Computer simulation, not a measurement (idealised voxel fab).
process module | voxel lift off
cross-section cut | 215 nm wide | cells 5 nm
A cross-section is a grid of square cells, given in bands from the top down. A band is one or more rows of cells.
Each band's line starts with the height of the band's top and of its bottom, in nm. Then come its materials from left to right, each with its width in nm. One material with "throughout" fills the band from edge to edge. "air" is empty space.
Height 0 is the level under which the wafer as received is all one material. The lowest band goes on downwards, as in "0 down".
A width such as "30 to 40" changes by the same amount from each row of cells to the next, from the band's top row to its bottom row.
"no change" after a step means that no cell of the cross-section changed.
closed voids: empty space of 8 cells or more with no open way to the top, each as width x height at its distance from the left edge, in nm
after a step's settings: what the simulator itself notes on the step
overlay nm, on a step with a mask: how far to the right of its planned place the mask lay; to the left if negative
plan
1 op RECEIVE | material Si
2 op CONFORMAL_DEP | material Al2O3 | thk nm 5
3 op PATTERN | tone open | mask id LINES | material resist | width nm 15 | pitch nm 45 | thk nm 20 | overlay nm 0
4 op DIRECTIONAL_DEP | material Ru | thk nm 10
5 op STRIP | etch materials resist
6 op CONFORMAL_DEP | material SiCN | thk nm 10
as received, after step 1
  0 down: Si throughout
  closed voids: none
a wafer at the end: this start, this plan, one mistake
  25 to 15: air 35 | SiCN 35 | air 10 | SiCN 35 | air 10 | SiCN 35 | air 55
  15 to 5: SiCN 45 | Ru 15 | SiCN 30 | Ru 15 | SiCN 30 | Ru 15 | SiCN 65
  5 to 0: Al2O3 throughout
  0 down: Si throughout
  closed voids: none
what went wrong: step 3 ran as: op PATTERN | tone open | mask id LINES | material resist | width nm 15 | pitch nm 45 | thk nm 20 | overlay nm -10
